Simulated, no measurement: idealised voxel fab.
This is a process module. Its name is voxel gate over fins.
The figure presents cross-section cut, which has a width of 150 nm and is divided into square cells with an edge length of 5 nm.
The cross-sections in this document take the form of a grid made of square cells. They are written out as bands, in order from top to bottom. Each band consists of one or more rows of cells.
Top, bottom (nm), then materials left to right with widths (nm); lone material tagged "everywhere" fills the whole band edge to edge; "empty" = empty space.
Heights from 0 (as-received wafer is one material below). Bottom band endless downward, as "z 0 and below".
With a width like "30 to 40", each row of cells in the band differs from the next by the same amount, the top row carrying the first number and the bottom row the second.
For the purposes of this document, the phrase "same as before" attached to a step denotes that no cell within the cross-section was modified by that step.
Each empty space that has no open way to the top and spans at least 8 cells appears under "Completely sealed voids" as width x height at distance, the distance counted from the left edge, all in nm.
If you see something after the settings on a step's line, that's the simulator's own remark about that step.
"overlay nm" answers the question of how far to the right of plan the mask lay on a step that has a mask, and when it is negative the answer is to the left.

## The process steps that were planned are listed below
1 RECEIVE with material Si
2 CONFORMAL_DEP with material SiN, thk nm 10
3 DIRECTIONAL_DEP with material aC, thk nm 15
4 PATTERN with tone cover, mask id FINS, material resist, width nm 15, pitch nm 35, thk nm 35, overlay nm 0
5 DIRECTIONAL_ETCH with etch materials aC, depth nm 15
6 STRIP with etch materials resist
7 DIRECTIONAL_ETCH with etch materials SiN, depth nm 10
8 DIRECTIONAL_ETCH with etch materials Si, depth nm 35
9 STRIP with etch materials aC
10 OXIDIZE with depth nm 5
11 FILL_DEP with material SiO2, thk nm 15
12 CMP with height nm 10
13 SELECTIVE_ETCH with etch materials SiO2, depth nm 25
14 STRIP with etch materials SiN
15 CONFORMAL_DEP with material HfO2, thk nm 5
16 CONFORMAL_DEP with material TiN, thk nm 5
17 FILL_DEP with material W, thk nm 10
18 CMP with height nm 15
19 CONFORMAL_DEP with material SiCN, thk nm 5

## What follows covers the first of two wafers; it ran as planned

## Incoming wafer, cross-sectional view, post step 1
- z 0 and below = Si everywhere
- Completely sealed voids: none

## So this is the wafer cross-section right after step 2
- z 10 to 0 = SiN everywhere
- Below 0, the layers are the same as they were.

## So this is the wafer cross-section right after step 3
- z 25 to 10 = aC everywhere
- Below 10, the layers are the same as they were.

## So this is the wafer cross-section right after step 4
- z 60 to 25 = empty=50  resist=15  empty=20  resist=15  empty=50
- Below 25, the layers are the same as they were.

## So this is the wafer cross-section right after step 5
- z 45 to 25 = empty=50  resist=15  empty=20  resist=15  empty=50
- z 25 to 10 = empty=50  aC=15  empty=20  aC=15  empty=50
- Below 10, the layers are the same as they were.

## So this is the wafer cross-section right after step 6
- z 25 to 10 = empty=50  aC=15  empty=20  aC=15  empty=50
- Below 10, the layers are the same as they were.

## So this is the wafer cross-section right after step 7
- z 25 to 10 = empty=50  aC=15  empty=20  aC=15  empty=50
- z 10 to 0 = empty=50  SiN=15  empty=20  SiN=15  empty=50
- Below 0, the layers are the same as they were.

## So this is the wafer cross-section right after step 8
- z 25 to 10 = empty=50  aC=15  empty=20  aC=15  empty=50
- z 10 to 0 = empty=50  SiN=15  empty=20  SiN=15  empty=50
- z 0 to -35 = empty=50  Si=15  empty=20  Si=15  empty=50
- Below -35, the layers are the same as they were.

## So this is the wafer cross-section right after step 9
- z 10 to 0 = empty=50  SiN=15  empty=20  SiN=15  empty=50
- Below 0, the layers are the same as they were.

## So this is the wafer cross-section right after step 10
- z 10 to 0 = empty=50  SiN=15  empty=20  SiN=15  empty=50
- z 0 to -35 = empty=50  SiO2=5  Si=5  SiO2=5  empty=20  SiO2=5  Si=5  SiO2=5  empty=50
- z -35 to -40 = SiO2=55  Si=5  SiO2=30  Si=5  SiO2=55
- Below -40, the layers are the same as they were.

## So this is the wafer cross-section right after step 11
- z 25 to 10 = SiO2 everywhere
- z 10 to 0 = SiO2=50  SiN=15  SiO2=20  SiN=15  SiO2=50
- z 0 to -40 = SiO2=55  Si=5  SiO2=30  Si=5  SiO2=55
- Below -40, the layers are the same as they were.

## So this is the wafer cross-section right after step 12
- z 10 to 0 = SiO2=50  SiN=15  SiO2=20  SiN=15  SiO2=50
- Below 0, the layers are the same as they were.

## So this is the wafer cross-section right after step 13
- z 10 to 0 = empty=50  SiN=15  empty=20  SiN=15  empty=50
- z 0 to -15 = empty=55  Si=5  empty=30  Si=5  empty=55
- Below -15, the layers are the same as they were.

## So this is the wafer cross-section right after step 14
- z 0 to -15 = empty=55  Si=5  empty=30  Si=5  empty=55
- Below -15, the layers are the same as they were.

## So this is the wafer cross-section right after step 15
- z 5 to 0 = empty=50  HfO2=15  empty=20  HfO2=15  empty=50
- z 0 to -10 = empty=50  HfO2=5  Si=5  HfO2=5  empty=20  HfO2=5  Si=5  HfO2=5  empty=50
- z -10 to -15 = HfO2=55  Si=5  HfO2=30  Si=5  HfO2=55
- Below -15, the layers are the same as they were.

## So this is the wafer cross-section right after step 16
- z 10 to 5 = empty=45  TiN=25  empty=10  TiN=25  empty=45
- z 5 to 0 = empty=45  TiN=5  HfO2=15  TiN=5  empty=10  TiN=5  HfO2=15  TiN=5  empty=45
- z 0 to -5 = empty=45  TiN=5  HfO2=5  Si=5  HfO2=5  TiN=5  empty=10  TiN=5  HfO2=5  Si=5  HfO2=5  TiN=5  empty=45
- z -5 to -10 = TiN=50  HfO2=5  Si=5  HfO2=5  TiN=20  HfO2=5  Si=5  HfO2=5  TiN=50
- Below -10, the layers are the same as they were.

## So this is the wafer cross-section right after step 17
- z 20 to 10 = W everywhere
- z 10 to 5 = W=45  TiN=25  W=10  TiN=25  W=45
- z 5 to 0 = W=45  TiN=5  HfO2=15  TiN=5  W=10  TiN=5  HfO2=15  TiN=5  W=45
- z 0 to -5 = W=45  TiN=5  HfO2=5  Si=5  HfO2=5  TiN=5  W=10  TiN=5  HfO2=5  Si=5  HfO2=5  TiN=5  W=45
- Below -5, the layers are the same as they were.

## So this is the wafer cross-section right after step 18
- z 15 to 10 = W everywhere
- Below 10, the layers are the same as they were.

## So this is the wafer cross-section right after step 19
- z 20 to 15 = SiCN everywhere
- Below 15, the layers are the same as they were.

## The second wafer began exactly as the first did and followed the same plan, but one mistake was made while running it; through step 11 inclusive, the two wafers are identical

Here is the second wafer in cross-section at the point where step 12 of the plan should have been done: same as before

## Here is the second wafer in cross-section at the point where step 13 of the plan should have been done
- z 10 to 0 = empty=50  SiN=15  empty=20  SiN=15  empty=50
- Below 0, the layers are the same as they were.

## Here is the second wafer in cross-section at the point where step 14 of the plan should have been done
- z 0 to -40 = SiO2=55  Si=5  SiO2=30  Si=5  SiO2=55
- Below -40, the layers are the same as they were.

## Here is the second wafer in cross-section at the point where step 15 of the plan should have been done
- z 5 to 0 = HfO2 everywhere
- Below 0, the layers are the same as they were.

## Here is the second wafer in cross-section at the point where step 16 of the plan should have been done
- z 10 to 5 = TiN everywhere
- Below 5, the layers are the same as they were.

## Here is the second wafer in cross-section at the point where step 17 of the plan should have been done
- z 20 to 10 = W everywhere
- Below 10, the layers are the same as they were.

## Here is the second wafer in cross-section at the point where step 18 of the plan should have been done
- z 15 to 10 = W everywhere
- Below 10, the layers are the same as they were.

## Here is the second wafer in cross-section at the point where step 19 of the plan should have been done
- z 20 to 15 = SiCN everywhere
- Below 15, the layers are the same as they were.
Deviation from plan: step 12 of the plan: omitted, not performed
Materials where the second wafer ends with more or fewer cells than the first: HfO2: 12 fewer | SiO2: 84 more | TiN: 12 fewer | W: 60 fewer
